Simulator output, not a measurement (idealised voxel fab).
The following is a process module called voxel air gaps.
It is cross-section cut that appears here, measuring 165 nm in width, its square cells being 5 nm in size.
Cross-section = grid of square cells, listed top down in bands; band = one or more rows.
Band: top and bottom heights (nm) first, top before bottom; then materials from left to right, widths in nm. "edge to edge" marks a sole material filling the band edge to edge. "empty" denotes empty space.
A quick word on heights: they are counted from 0, and under that level the wafer as it came to us is one material throughout. The lowest band is different from the rest in having no bottom; it simply continues downward, written as in "0 -> down".
Note: "30->40" means the width goes from the first number (top row of the band) to the second number (bottom row) in equal steps per row of cells.
The designation "no alterations made", where it is given for a processing step, indicates that no cell of the cross-section was altered in the course of that step.
In "Unvented voids" the enclosed voids are listed, meaning empty spaces of 8 cells or larger without any opening to the top. The form is width x height at distance, distance from the left edge, units nm.
Read whatever lies past the settings on a step's line as the simulator's own remark about the step.
"overlay nm" denotes, for a step that has a mask, the displacement of the mask to the right of its planned place, with negative values corresponding to the left.

**Set out below are the planned steps of the process**
| 1 | RECEIVE with material Si |
| 2 | CONFORMAL_DEP with material SiO2, thk nm 10 |
| 3 | CONFORMAL_DEP with material SiN, thk nm 5 |
| 4 | DIRECTIONAL_DEP with material lowk, thk nm 35 |
| 5 | PATTERN with tone open, mask id LINES, material resist, width nm 15, pitch nm 45, thk nm 20, overlay nm 0 |
| 6 | DIRECTIONAL_ETCH with etch materials lowk, depth nm 35 |
| 7 | STRIP with etch materials resist |
| 8 | CONFORMAL_DEP with material TiN, thk nm 5 |
| 9 | FILL_DEP with material Ru, thk nm 5 |
| 10 | CMP with height nm 50 |
| 11 | EPI with material Ru, thk nm 10 |
| 12 | SELECTIVE_ETCH with etch materials lowk, depth nm 45 |
| 13 | CONFORMAL_DEP with material SiCN, thk nm 5 |

**The first wafer of two, processed as planned**

**Incoming wafer, cross-sectional view, post step 1**
> 0 -> down: Si edge to edge
> Unvented voids: none

**Wafer xsec, post step 2**
> 10 -> 0: SiO2 edge to edge
> Under 0: no change, same as before.

**Wafer xsec, post step 3**
> 15 -> 10: SiN edge to edge
> Under 10: no change, same as before.

**Wafer xsec, post step 4**
> 50 -> 15: lowk edge to edge
> Under 15: no change, same as before.

**Wafer xsec, post step 5**
> 70 -> 50: 30 resist  15 empty  30 resist  15 empty  30 resist  15 empty  30 resist
> Under 50: no change, same as before.

**Wafer xsec, post step 6**
> 70 -> 50: 30 resist  15 empty  30 resist  15 empty  30 resist  15 empty  30 resist
> 50 -> 15: 30 lowk  15 empty  30 lowk  15 empty  30 lowk  15 empty  30 lowk
> Under 15: no change, same as before.

**Wafer xsec, post step 7**
> 50 -> 15: 30 lowk  15 empty  30 lowk  15 empty  30 lowk  15 empty  30 lowk
> Under 15: no change, same as before.

**Wafer xsec, post step 8**
> 55 -> 50: 35 TiN  5 empty  40 TiN  5 empty  40 TiN  5 empty  35 TiN
> 50 -> 20: 30 lowk  5 TiN  5 empty  5 TiN  30 lowk  5 TiN  5 empty  5 TiN  30 lowk  5 TiN  5 empty  5 TiN  30 lowk
> 20 -> 15: 30 lowk  15 TiN  30 lowk  15 TiN  30 lowk  15 TiN  30 lowk
> Under 15: no change, same as before.

**Wafer xsec, post step 9**
> 60 -> 55: Ru edge to edge
> 55 -> 50: 35 TiN  5 Ru  40 TiN  5 Ru  40 TiN  5 Ru  35 TiN
> 50 -> 20: 30 lowk  5 TiN  5 Ru  5 TiN  30 lowk  5 TiN  5 Ru  5 TiN  30 lowk  5 TiN  5 Ru  5 TiN  30 lowk
> Under 20: no change, same as before.

**Wafer xsec, post step 10**
> 50 -> 20: 30 lowk  5 TiN  5 Ru  5 TiN  30 lowk  5 TiN  5 Ru  5 TiN  30 lowk  5 TiN  5 Ru  5 TiN  30 lowk
> Under 20: no change, same as before.

**Wafer xsec, post step 11**
> 60 -> 50: 20 empty  35 Ru  10 empty  35 Ru  10 empty  35 Ru  20 empty
> Under 50: no change, same as before.

**Wafer xsec, post step 12**
> 60 -> 50: 20 empty  35 Ru  10 empty  35 Ru  10 empty  35 Ru  20 empty
> 50 -> 20: 30 empty  5 TiN  5 Ru  5 TiN  30 empty  5 TiN  5 Ru  5 TiN  30 empty  5 TiN  5 Ru  5 TiN  30 empty
> 20 -> 15: 30 empty  15 TiN  30 empty  15 TiN  30 empty  15 TiN  30 empty
> Under 15: no change, same as before.

**Wafer xsec, post step 13**
> 65 -> 60: 15 empty  135 SiCN  15 empty
> 60 -> 50: 15 empty  5 SiCN  35 Ru  10 SiCN  35 Ru  10 SiCN  35 Ru  5 SiCN  15 empty
> 50 -> 45: 15 empty  15 SiCN  5 TiN  5 Ru  5 TiN  30 SiCN  5 TiN  5 Ru  5 TiN  30 SiCN  5 TiN  5 Ru  5 TiN  15 SiCN  15 empty
> 45 -> 20: 25 empty  5 SiCN  5 TiN  5 Ru  5 TiN  5 SiCN  20 empty  5 SiCN  5 TiN  5 Ru  5 TiN  5 SiCN  20 empty  5 SiCN  5 TiN  5 Ru  5 TiN  5 SiCN  25 empty
> 20 -> 15: 30 SiCN  15 TiN  30 SiCN  15 TiN  30 SiCN  15 TiN  30 SiCN
> Under 15: no change, same as before.
> Unvented voids: 20 x 25 at 50; 20 x 25 at 95

**Second wafer: same start and same plan as the first, one execution error; identical to the first through step 4**

**Second wafer at the planned finish of step 5, seen in cross-section**
> 70 -> 50: 30 empty  15 resist  30 empty  15 resist  30 empty  15 resist  30 empty
> Under 50: no change, same as before.

**Second wafer at the planned finish of step 6, seen in cross-section**
> 70 -> 50: 30 empty  15 resist  30 empty  15 resist  30 empty  15 resist  30 empty
> 50 -> 15: 30 empty  15 lowk  30 empty  15 lowk  30 empty  15 lowk  30 empty
> Under 15: no change, same as before.

**Second wafer at the planned finish of step 7, seen in cross-section**
> 50 -> 15: 30 empty  15 lowk  30 empty  15 lowk  30 empty  15 lowk  30 empty
> Under 15: no change, same as before.

**Second wafer at the planned finish of step 8, seen in cross-section**
> 55 -> 50: 25 empty  25 TiN  20 empty  25 TiN  20 empty  25 TiN  25 empty
> 50 -> 20: 25 empty  5 TiN  15 lowk  5 TiN  20 empty  5 TiN  15 lowk  5 TiN  20 empty  5 TiN  15 lowk  5 TiN  25 empty
> 20 -> 15: 30 TiN  15 lowk  30 TiN  15 lowk  30 TiN  15 lowk  30 TiN
> Under 15: no change, same as before.

**Second wafer at the planned finish of step 9, seen in cross-section**
> 60 -> 55: Ru edge to edge
> 55 -> 50: 25 Ru  25 TiN  20 Ru  25 TiN  20 Ru  25 TiN  25 Ru
> 50 -> 20: 25 Ru  5 TiN  15 lowk  5 TiN  20 Ru  5 TiN  15 lowk  5 TiN  20 Ru  5 TiN  15 lowk  5 TiN  25 Ru
> Under 20: no change, same as before.

**Second wafer at the planned finish of step 10, seen in cross-section**
> 50 -> 20: 25 Ru  5 TiN  15 lowk  5 TiN  20 Ru  5 TiN  15 lowk  5 TiN  20 Ru  5 TiN  15 lowk  5 TiN  25 Ru
> Under 20: no change, same as before.

**Second wafer at the planned finish of step 11, seen in cross-section**
> 60 -> 50: Ru edge to edge
> Under 50: no change, same as before.

Second wafer at the planned finish of step 12, seen in cross-section: no alterations made

**Second wafer at the planned finish of step 13, seen in cross-section**
> 65 -> 60: SiCN edge to edge
> Under 60: no change, same as before.
Where did the run depart from the plan? rather than as planned, step 5 actually ran as PATTERN with tone cover, mask id LINES, material resist, width nm 15, pitch nm 45, thk nm 20, overlay nm 0
Looking at both finished wafers in cells, the second ends up ahead of or behind the first on some materials: +114 Ru; -78 SiCN; +15 TiN; +63 lowk
Note - end result: 2 closed voids (first wafer), 0 closed voids (second wafer).
